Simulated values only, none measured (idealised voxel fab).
process module | voxel spacer lines
cross-section cut | 260 nm wide | cells 5 nm
A cross-section is a grid of square cells, given in bands from the top down. A band is one or more rows of cells.
Each band's line starts with the height of the band's top and of its bottom, in nm. Then come its materials from left to right, each with its width in nm. One material with "throughout" fills the band from edge to edge. "air" is empty space.
Height 0 is the level under which the wafer as received is all one material. The lowest band goes on downwards, as in "0 down".
A width such as "30 to 40" changes by the same amount from each row of cells to the next, from the band's top row to its bottom row.
"no change" after a step means that no cell of the cross-section changed.
closed voids: empty space of 8 cells or more with no open way to the top, each as width x height at its distance from the left edge, in nm
after a step's settings: what the simulator itself notes on the step
overlay nm, on a step with a mask: how far to the right of its planned place the mask lay; to the left if negative
plan
1 op RECEIVE | material Si
2 op CONFORMAL_DEP | material SiO2 | thk nm 5
3 op DIRECTIONAL_DEP | material TiN | thk nm 15
4 op DIRECTIONAL_DEP | material aC | thk nm 25
5 op PATTERN | tone cover | mask id MANDREL | material resist | width nm 25 | pitch nm 80 | thk nm 35 | overlay nm 0
6 op DIRECTIONAL_ETCH | etch materials aC | depth nm 25
7 op STRIP | etch materials resist
8 op CONFORMAL_DEP | material SiN | thk nm 15
9 op DIRECTIONAL_ETCH | etch materials SiN | depth nm 15
10 op STRIP | etch materials aC
11 op DIRECTIONAL_ETCH | etch materials TiN | depth nm 15
12 op STRIP | etch materials SiN
as received, after step 1
  0 down: Si throughout
  closed voids: none
first wafer at the end, as planned
  20 to 5: air 20 | TiN 15 | air 25 | TiN 15 | air 25 | TiN 15 | air 25 | TiN 15 | air 25 | TiN 15 | air 25 | TiN 15 | air 25
  5 to 0: SiO2 throughout
  0 down: Si throughout
  closed voids: none
second wafer at the end: like start, like plan, one mistake
  20 to 5: air 35 | TiN 25 | air 55 | TiN 25 | air 55 | TiN 25 | air 40
  5 to 0: SiO2 throughout
  0 down: Si throughout
  closed voids: none
what went wrong: step 5 ran as: op PATTERN | tone open | mask id MANDREL | material resist | width nm 25 | pitch nm 80 | thk nm 35 | overlay nm 0
at the end the second wafer has, in cells: 9 fewer of TiN
